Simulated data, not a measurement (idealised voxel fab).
voxel gate over fins: a process module
FYI the section here is cut, 280 nm wide, cells are 5 nm squares.
A cross-section in this document is a grid of square cells, and it is written down as bands, the top band listed before the ones below it; a band is made up of one or more rows of cells.
The band entry comprises the height of the band's top followed by the height of its bottom, expressed in nm, and subsequently the band's materials from left to right, each stated together with its width in nm. Where a single material is marked with the word "full width", that material fills the band from edge to edge. The word "empty" represents empty space.
Below 0: as-received wafer, all one material; heights counted from there. Lowest band: no bottom, goes on down, written "z 0 and below".
Think of "30..40" as a width that walks from the first number to the second as you go down the band, top row to bottom row, taking equal-sized steps from row to row.
No cell of the cross-section changed in a step that is given as "nothing altered".
Any empty space of 8 cells or more lacking an open way to the top shows up in "Cavities, sealed" as width x height at distance, distance from the left edge, in nm.
Text after the settings on a step's line: the simulator's own remark on that step.
Among the settings permitted on a step's line is "overlay nm"; applied to a step with a mask, it specifies the extent to which the mask lay to the right of its planned position, whereas a negative figure signifies a position to the left.

The following list gives the planned process steps:
1: RECEIVE (material Si)
2: CONFORMAL_DEP (material SiN; thk nm 10)
3: DIRECTIONAL_DEP (material aC; thk nm 15)
4: PATTERN (tone cover; mask id FINS; material resist; width nm 15; pitch nm 50; thk nm 30; overlay nm 0)
5: DIRECTIONAL_ETCH (etch materials aC; depth nm 15)
6: STRIP (etch materials resist)
7: DIRECTIONAL_ETCH (etch materials SiN; depth nm 10)
8: DIRECTIONAL_ETCH (etch materials Si; depth nm 30)
9: STRIP (etch materials aC)
10: OXIDIZE (depth nm 5)
11: FILL_DEP (material SiO2; thk nm 15)
12: CMP (height nm 10)
13: MASKED_ETCH (tone open; mask id RAIL; width nm 15; etch materials SiO2; depth nm 35; overlay nm 0)
14: CONFORMAL_DEP (material TiN; thk nm 5)
15: FILL_DEP (material W; thk nm 5)
16: CMP (height nm 10)
17: SELECTIVE_ETCH (etch materials W Ru TiN; depth nm 25)
18: FILL_DEP (material SiO2; thk nm 5)
19: CMP (height nm 10)
20: SELECTIVE_ETCH (etch materials SiO2; depth nm 20)
21: STRIP (etch materials SiN)
22: CONFORMAL_DEP (material HfO2; thk nm 5)
23: CONFORMAL_DEP (material TiN; thk nm 5)
24: FILL_DEP (material W; thk nm 15)
25: CMP (height nm 20)
26: CONFORMAL_DEP (material SiN; thk nm 5)

first wafer, as planned:

As received (post step 1): cross-section:
	z 0 and below: Si full width
	Cavities, sealed: none

The wafer in cross-section once step 2 is complete:
	z 10 to 0: SiN full width
	Anything lower than 0 is untouched.

The wafer in cross-section once step 3 is complete:
	z 25 to 10: aC full width
	Anything lower than 10 is untouched.

The wafer in cross-section once step 4 is complete:
	z 55 to 25: empty 55, resist 15, empty 35, resist 15, empty 35, resist 15, empty 35, resist 15, empty 60
	Anything lower than 25 is untouched.

The wafer in cross-section once step 5 is complete:
	z 40 to 25: empty 55, resist 15, empty 35, resist 15, empty 35, resist 15, empty 35, resist 15, empty 60
	z 25 to 10: empty 55, aC 15, empty 35, aC 15, empty 35, aC 15, empty 35, aC 15, empty 60
	Anything lower than 10 is untouched.

The wafer in cross-section once step 6 is complete:
	z 25 to 10: empty 55, aC 15, empty 35, aC 15, empty 35, aC 15, empty 35, aC 15, empty 60
	Anything lower than 10 is untouched.

The wafer in cross-section once step 7 is complete:
	z 25 to 10: empty 55, aC 15, empty 35, aC 15, empty 35, aC 15, empty 35, aC 15, empty 60
	z 10 to 0: empty 55, SiN 15, empty 35, SiN 15, empty 35, SiN 15, empty 35, SiN 15, empty 60
	Anything lower than 0 is untouched.

The wafer in cross-section once step 8 is complete:
	z 25 to 10: empty 55, aC 15, empty 35, aC 15, empty 35, aC 15, empty 35, aC 15, empty 60
	z 10 to 0: empty 55, SiN 15, empty 35, SiN 15, empty 35, SiN 15, empty 35, SiN 15, empty 60
	z 0 to -30: empty 55, Si 15, empty 35, Si 15, empty 35, Si 15, empty 35, Si 15, empty 60
	Anything lower than -30 is untouched.

The wafer in cross-section once step 9 is complete:
	z 10 to 0: empty 55, SiN 15, empty 35, SiN 15, empty 35, SiN 15, empty 35, SiN 15, empty 60
	Anything lower than 0 is untouched.

The wafer in cross-section once step 10 is complete:
	z 10 to 0: empty 55, SiN 15, empty 35, SiN 15, empty 35, SiN 15, empty 35, SiN 15, empty 60
	z 0 to -30: empty 55, SiO2 5, Si 5, SiO2 5, empty 35, SiO2 5, Si 5, SiO2 5, empty 35, SiO2 5, Si 5, SiO2 5, empty 35, SiO2 5, Si 5, SiO2 5, empty 60
	z -30 to -35: SiO2 60, Si 5, SiO2 45, Si 5, SiO2 45, Si 5, SiO2 45, Si 5, SiO2 65
	Anything lower than -35 is untouched.

The wafer in cross-section once step 11 is complete:
	z 25 to 10: SiO2 full width
	z 10 to 0: SiO2 55, SiN 15, SiO2 35, SiN 15, SiO2 35, SiN 15, SiO2 35, SiN 15, SiO2 60
	z 0 to -35: SiO2 60, Si 5, SiO2 45, Si 5, SiO2 45, Si 5, SiO2 45, Si 5, SiO2 65
	Anything lower than -35 is untouched.

The wafer in cross-section once step 12 is complete:
	z 10 to 0: SiO2 55, SiN 15, SiO2 35, SiN 15, SiO2 35, SiN 15, SiO2 35, SiN 15, SiO2 60
	Anything lower than 0 is untouched.

The wafer in cross-section once step 13 is complete:
	z 10 to 0: SiO2 55, SiN 15, SiO2 10, empty 15, SiO2 10, SiN 15, SiO2 35, SiN 15, SiO2 35, SiN 15, SiO2 60
	z 0 to -25: SiO2 60, Si 5, SiO2 15, empty 15, SiO2 15, Si 5, SiO2 45, Si 5, SiO2 45, Si 5, SiO2 65
	Anything lower than -25 is untouched.

The wafer in cross-section once step 14 is complete:
	z 15 to 10: TiN 85, empty 5, TiN 190
	z 10 to 0: SiO2 55, SiN 15, SiO2 10, TiN 5, empty 5, TiN 5, SiO2 10, SiN 15, SiO2 35, SiN 15, SiO2 35, SiN 15, SiO2 60
	z 0 to -20: SiO2 60, Si 5, SiO2 15, TiN 5, empty 5, TiN 5, SiO2 15, Si 5, SiO2 45, Si 5, SiO2 45, Si 5, SiO2 65
	z -20 to -25: SiO2 60, Si 5, SiO2 15, TiN 15, SiO2 15, Si 5, SiO2 45, Si 5, SiO2 45, Si 5, SiO2 65
	Anything lower than -25 is untouched.

The wafer in cross-section once step 15 is complete:
	z 20 to 15: W full width
	z 15 to 10: TiN 85, W 5, TiN 190
	z 10 to 0: SiO2 55, SiN 15, SiO2 10, TiN 5, W 5, TiN 5, SiO2 10, SiN 15, SiO2 35, SiN 15, SiO2 35, SiN 15, SiO2 60
	z 0 to -20: SiO2 60, Si 5, SiO2 15, TiN 5, W 5, TiN 5, SiO2 15, Si 5, SiO2 45, Si 5, SiO2 45, Si 5, SiO2 65
	Anything lower than -20 is untouched.

The wafer in cross-section once step 16 is complete:
	z 10 to 0: SiO2 55, SiN 15, SiO2 10, TiN 5, W 5, TiN 5, SiO2 10, SiN 15, SiO2 35, SiN 15, SiO2 35, SiN 15, SiO2 60
	Anything lower than 0 is untouched.

The wafer in cross-section once step 17 is complete:
	z 10 to 0: SiO2 55, SiN 15, SiO2 10, empty 15, SiO2 10, SiN 15, SiO2 35, SiN 15, SiO2 35, SiN 15, SiO2 60
	z 0 to -15: SiO2 60, Si 5, SiO2 15, empty 15, SiO2 15, Si 5, SiO2 45, Si 5, SiO2 45, Si 5, SiO2 65
	Anything lower than -15 is untouched.

The wafer in cross-section once step 18 is complete:
	z 15 to 10: SiO2 full width
	z 10 to 0: SiO2 55, SiN 15, SiO2 35, SiN 15, SiO2 35, SiN 15, SiO2 35, SiN 15, SiO2 60
	z 0 to -15: SiO2 60, Si 5, SiO2 45, Si 5, SiO2 45, Si 5, SiO2 45, Si 5, SiO2 65
	Anything lower than -15 is untouched.

The wafer in cross-section once step 19 is complete:
	z 10 to 0: SiO2 55, SiN 15, SiO2 35, SiN 15, SiO2 35, SiN 15, SiO2 35, SiN 15, SiO2 60
	Anything lower than 0 is untouched.

The wafer in cross-section once step 20 is complete:
	z 10 to 0: empty 55, SiN 15, empty 35, SiN 15, empty 35, SiN 15, empty 35, SiN 15, empty 60
	z 0 to -10: empty 60, Si 5, empty 45, Si 5, empty 45, Si 5, empty 45, Si 5, empty 65
	Anything lower than -10 is untouched.

The wafer in cross-section once step 21 is complete:
	z 0 to -10: empty 60, Si 5, empty 45, Si 5, empty 45, Si 5, empty 45, Si 5, empty 65
	Anything lower than -10 is untouched.

The wafer in cross-section once step 22 is complete:
	z 5 to 0: empty 55, HfO2 15, empty 35, HfO2 15, empty 35, HfO2 15, empty 35, HfO2 15, empty 60
	z 0 to -5: empty 55, HfO2 5, Si 5, HfO2 5, empty 35, HfO2 5, Si 5, HfO2 5, empty 35, HfO2 5, Si 5, HfO2 5, empty 35, HfO2 5, Si 5, HfO2 5, empty 60
	z -5 to -10: HfO2 60, Si 5, HfO2 45, Si 5, HfO2 45, Si 5, HfO2 45, Si 5, HfO2 65
	Anything lower than -10 is untouched.

The wafer in cross-section once step 23 is complete:
	z 10 to 5: empty 50, TiN 25, empty 25, TiN 25, empty 25, TiN 25, empty 25, TiN 25, empty 55
	z 5 to 0: empty 50, TiN 5, HfO2 15, TiN 5, empty 25, TiN 5, HfO2 15, TiN 5, empty 25, TiN 5, HfO2 15, TiN 5, empty 25, TiN 5, HfO2 15, TiN 5, empty 55
	z 0 to -5: TiN 55, HfO2 5, Si 5, HfO2 5, TiN 35, HfO2 5, Si 5, HfO2 5, TiN 35, HfO2 5, Si 5, HfO2 5, TiN 35, HfO2 5, Si 5, HfO2 5, TiN 60
	Anything lower than -5 is untouched.

The wafer in cross-section once step 24 is complete:
	z 25 to 10: W full width
	z 10 to 5: W 50, TiN 25, W 25, TiN 25, W 25, TiN 25, W 25, TiN 25, W 55
	z 5 to 0: W 50, TiN 5, HfO2 15, TiN 5, W 25, TiN 5, HfO2 15, TiN 5, W 25, TiN 5, HfO2 15, TiN 5, W 25, TiN 5, HfO2 15, TiN 5, W 55
	Anything lower than 0 is untouched.

The wafer in cross-section once step 25 is complete:
	z 20 to 10: W full width
	Anything lower than 10 is untouched.

The wafer in cross-section once step 26 is complete:
	z 25 to 20: SiN full width
	Anything lower than 20 is untouched.

The second wafer began exactly as the first did and followed the same plan, but one mistake was made while running it; through step 19 inclusive, the two wafers are identical:

Cross-section, second wafer, at the end time the plan gives for step 20:
	z 10 to 0: empty 55, SiN 15, empty 35, SiN 15, empty 35, SiN 15, empty 35, SiN 15, empty 60
	Anything lower than 0 is untouched.

Cross-section, second wafer, at the end time the plan gives for step 21:
	z 0 to -15: SiO2 60, Si 5, SiO2 45, Si 5, SiO2 45, Si 5, SiO2 45, Si 5, SiO2 65
	Anything lower than -15 is untouched.

Cross-section, second wafer, at the end time the plan gives for step 22:
	z 5 to 0: HfO2 full width
	Anything lower than 0 is untouched.

Cross-section, second wafer, at the end time the plan gives for step 23:
	z 10 to 5: TiN full width
	Anything lower than 5 is untouched.

Cross-section, second wafer, at the end time the plan gives for step 24:
	z 25 to 10: W full width
	Anything lower than 10 is untouched.

Cross-section, second wafer, at the end time the plan gives for step 25:
	z 20 to 10: W full width
	Anything lower than 10 is untouched.

Cross-section, second wafer, at the end time the plan gives for step 26:
	z 25 to 20: SiN full width
	Anything lower than 20 is untouched.
It is concluded that the wafer was processed incorrectly with respect to the plan, in that step 20 did not use the planned setting and instead ran as SELECTIVE_ETCH (etch materials SiO2; depth nm 10)
Once processing is complete, comparing cell counts shows that the second wafer has more or fewer of certain materials than the first: 16 fewer of HfO2 | 104 more of SiO2 | 16 fewer of TiN | 72 fewer of W
